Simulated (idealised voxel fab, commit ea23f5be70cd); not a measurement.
This is a process module. Its name is voxel wiring stack.
Cross-section cut: width 240 nm, square cells of 5 nm.
Heads up, the way a cross-section reads in here is a grid of square cells, handed over as bands from the top down, with every band being one or more rows of cells.
Look at the band entry: it leads with the top's height and the bottom's height in nm. Then it lists the materials left to right, with a width in nm for each. The word "full width" on a single material says that material fills the band edge to edge. The word "air" is empty space.
Basically, 0 is our baseline, since under it the wafer straight out of the box is all one material. The bottom band has no lower end and keeps on going down, so it looks like "0 and below".
Note: "30->40" means the width goes from the first number (top row of the band) to the second number (bottom row) in equal steps per row of cells.
Where a step carries "no alterations made", the cross-section came out of it unchanged, cell for cell.
"Voids, sealed": sealed empty spaces, 8 cells or more, no open way to top, listed width x height at distance, with distance from the left edge and width, height and distance in nm.
It should be noted that, on the line of a given step, the content following the step's settings is a remark produced by the simulator itself with respect to that step.
"overlay nm", when on a step's line for a step with a mask, measures how far to the right of its planned place the mask lay; a negative measure means to the left.

Plan:
| 1 | RECEIVE [material Si] |
| 2 | CONFORMAL_DEP [material SiO2] [thk nm 10] |
| 3 | DIRECTIONAL_DEP [material TiN] [thk nm 5] |
| 4 | DIRECTIONAL_DEP [material Ru] [thk nm 20] |
| 5 | MASKED_ETCH [tone cover] [mask id METAL_1] [width nm 20] [pitch nm 40] [etch materials Ru] [depth nm 20] [overlay nm 0] |
| 6 | MASKED_ETCH [tone cover] [mask id METAL_1] [width nm 20] [pitch nm 40] [etch materials TiN] [depth nm 5] [overlay nm 0] |
| 7 | FILL_DEP [material SiO2] [thk nm 5] |
| 8 | CMP [height nm 35] |
| 9 | CONFORMAL_DEP [material SiCN] [thk nm 5] |
| 10 | DIRECTIONAL_DEP [material lowk] [thk nm 10] |
| 11 | MASKED_ETCH [tone open] [mask id PLUG_1] [width nm 15] [pitch nm 80] [etch materials lowk] [depth nm 10] [overlay nm 0] |
| 12 | MASKED_ETCH [tone open] [mask id PLUG_1] [width nm 15] [pitch nm 80] [etch materials SiCN] [depth nm 5] [overlay nm 0] |
| 13 | CONFORMAL_DEP [material TiN] [thk nm 5] |
| 14 | FILL_DEP [material Ru] [thk nm 10] |
| 15 | CMP [height nm 50] |
| 16 | DIRECTIONAL_DEP [material TiN] [thk nm 5] |
| 17 | DIRECTIONAL_DEP [material Ru] [thk nm 20] |
| 18 | PATTERN [tone cover] [mask id METAL_2] [material resist] [width nm 20] [pitch nm 40] [thk nm 20] [overlay nm 0] |
| 19 | DIRECTIONAL_ETCH [etch materials Ru] [depth nm 20] |
| 20 | DIRECTIONAL_ETCH [etch materials TiN] [depth nm 5] |
| 21 | STRIP [etch materials resist] |
| 22 | CONFORMAL_DEP [material SiCN] [thk nm 5] |
| 23 | FILL_DEP [material lowk] [thk nm 5] |
| 24 | CMP [height nm 75] |
| 25 | CONFORMAL_DEP [material SiCN] [thk nm 5] |

Wafer cross-section on receipt, i.e. after step 1:
0 and below = Si full width
Voids, sealed: none

Result of the module, cross-sectioned: start per above, plan per above, one error in how it was run:
80 down to 75 = SiCN full width
75 down to 55 = 65 nm lowk / 5 nm SiCN / 20 nm Ru / 5 nm SiCN / 10 nm lowk / 5 nm SiCN / 20 nm Ru / 5 nm SiCN / 10 nm lowk / 5 nm SiCN / 20 nm Ru / 5 nm SiCN / 65 nm lowk
55 down to 50 = 70 nm SiCN / 20 nm TiN / 20 nm SiCN / 20 nm TiN / 20 nm SiCN / 20 nm TiN / 70 nm SiCN
50 down to 45 = Ru full width
45 down to 40 = 75 nm TiN / 5 nm Ru / 75 nm TiN / 5 nm Ru / 80 nm TiN
40 down to 35 = 70 nm SiCN / 15 nm TiN / 65 nm SiCN / 15 nm TiN / 75 nm SiCN
35 down to 15 = 70 nm SiO2 / 20 nm Ru / 20 nm SiO2 / 20 nm Ru / 20 nm SiO2 / 20 nm Ru / 70 nm SiO2
15 down to 10 = 70 nm SiO2 / 20 nm TiN / 20 nm SiO2 / 20 nm TiN / 20 nm SiO2 / 20 nm TiN / 70 nm SiO2
10 down to 0 = SiO2 full width
0 and below = Si full width
Voids, sealed: none
The plan and the run diverged here: heads up, step 10 of the plan was skipped and never actually ran
